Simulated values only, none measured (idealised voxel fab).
Presented below is a process module, voxel trench capacitor.
Section cut is 225 nm wide and gridded with 5 nm square cells.
Each cross-section below is a grid of square cells, stated as bands in top-down order, with one or more rows of cells making up each band. Heads up on the band format: heights come first, top then bottom, in nm. After that it's the materials left to right, each with its width in nm. A single material flagged "throughout" fills the whole band edge to edge, and "air" means there's empty space there. The reference from which all heights are counted is 0, the level beneath which the as-received wafer is entirely one material; the lowest band, having no lower bound, proceeds downward and is written after the example "from 0 down". Top row gets the first number, bottom row gets the second, and each row in between changes by the same step: that is how a band width like "30->40" works. Step note "no change occurred" = no cross-section cell changed. If an empty space has no open way to the top and is at least 8 cells in size, "Fully enclosed voids" lists it, written width x height at distance, where distance is measured from the left edge and every value is in nm. If you see something after the settings on a step's line, that's the simulator's own remark about that step. "overlay nm" denotes, for a step that has a mask, the displacement of the mask to the right of its planned place, with negative values corresponding to the left.

# Intended process steps
1,RECEIVE: material Si
2,CONFORMAL_DEP: material SiN, thk nm 10
3,MASKED_ETCH: tone open, mask id TRENCH, width nm 20, pitch nm 45, etch materials SiN, depth nm 10, overlay nm 0
4,MASKED_ETCH: tone open, mask id TRENCH, width nm 20, pitch nm 45, etch materials Si, depth nm 25, overlay nm 0
5,CONFORMAL_DEP: material SiO2, thk nm 5
6,FILL_DEP: material polySi, thk nm 5
7,CMP: height nm 10

# First out of two wafers; run went to plan

# Cross-section of the wafer at receipt, which is the condition after step 1
	from 0 down | Si throughout
	Fully enclosed voids: none

# Wafer after step 2 (cross-section)
	from 10 to 0 | SiN throughout
	For the remainder of the cross-section, below 0, there is no change.

# Wafer after step 3 (cross-section)
	from 10 to 0 | 55 nm SiN | 20 nm air | 25 nm SiN | 20 nm air | 25 nm SiN | 20 nm air | 60 nm SiN
	For the remainder of the cross-section, below 0, there is no change.

# Wafer after step 4 (cross-section)
	from 10 to 0 | 55 nm SiN | 20 nm air | 25 nm SiN | 20 nm air | 25 nm SiN | 20 nm air | 60 nm SiN
	from 0 to -25 | 55 nm Si | 20 nm air | 25 nm Si | 20 nm air | 25 nm Si | 20 nm air | 60 nm Si
	For the remainder of the cross-section, below -25, there is no change.

# Wafer after step 5 (cross-section)
	from 15 to 10 | 60 nm SiO2 | 10 nm air | 35 nm SiO2 | 10 nm air | 35 nm SiO2 | 10 nm air | 65 nm SiO2
	from 10 to 0 | 55 nm SiN | 5 nm SiO2 | 10 nm air | 5 nm SiO2 | 25 nm SiN | 5 nm SiO2 | 10 nm air | 5 nm SiO2 | 25 nm SiN | 5 nm SiO2 | 10 nm air | 5 nm SiO2 | 60 nm SiN
	from 0 to -20 | 55 nm Si | 5 nm SiO2 | 10 nm air | 5 nm SiO2 | 25 nm Si | 5 nm SiO2 | 10 nm air | 5 nm SiO2 | 25 nm Si | 5 nm SiO2 | 10 nm air | 5 nm SiO2 | 60 nm Si
	from -20 to -25 | 55 nm Si | 20 nm SiO2 | 25 nm Si | 20 nm SiO2 | 25 nm Si | 20 nm SiO2 | 60 nm Si
	For the remainder of the cross-section, below -25, there is no change.

# Wafer after step 6 (cross-section)
	from 20 to 15 | polySi throughout
	from 15 to 10 | 60 nm SiO2 | 10 nm polySi | 35 nm SiO2 | 10 nm polySi | 35 nm SiO2 | 10 nm polySi | 65 nm SiO2
	from 10 to 0 | 55 nm SiN | 5 nm SiO2 | 10 nm polySi | 5 nm SiO2 | 25 nm SiN | 5 nm SiO2 | 10 nm polySi | 5 nm SiO2 | 25 nm SiN | 5 nm SiO2 | 10 nm polySi | 5 nm SiO2 | 60 nm SiN
	from 0 to -20 | 55 nm Si | 5 nm SiO2 | 10 nm polySi | 5 nm SiO2 | 25 nm Si | 5 nm SiO2 | 10 nm polySi | 5 nm SiO2 | 25 nm Si | 5 nm SiO2 | 10 nm polySi | 5 nm SiO2 | 60 nm Si
	For the remainder of the cross-section, below -20, there is no change.

# Wafer after step 7 (cross-section)
	from 10 to 0 | 55 nm SiN | 5 nm SiO2 | 10 nm polySi | 5 nm SiO2 | 25 nm SiN | 5 nm SiO2 | 10 nm polySi | 5 nm SiO2 | 25 nm SiN | 5 nm SiO2 | 10 nm polySi | 5 nm SiO2 | 60 nm SiN
	For the remainder of the cross-section, below 0, there is no change.

# Second of two: same start, same plan, one run error; steps up to and including 6 match the first

# Cross-section: second wafer, time at which step 7 was scheduled to end
	from 15 to 10 | 60 nm SiO2 | 10 nm polySi | 35 nm SiO2 | 10 nm polySi | 35 nm SiO2 | 10 nm polySi | 65 nm SiO2
	For the remainder of the cross-section, below 10, there is no change.
What was the processing mistake? planned and actual differ for step 7; actual: CMP: height nm 15
Count the cells at the end and the second wafer has more or fewer of some materials than the first: SiO2 +39 | polySi +6
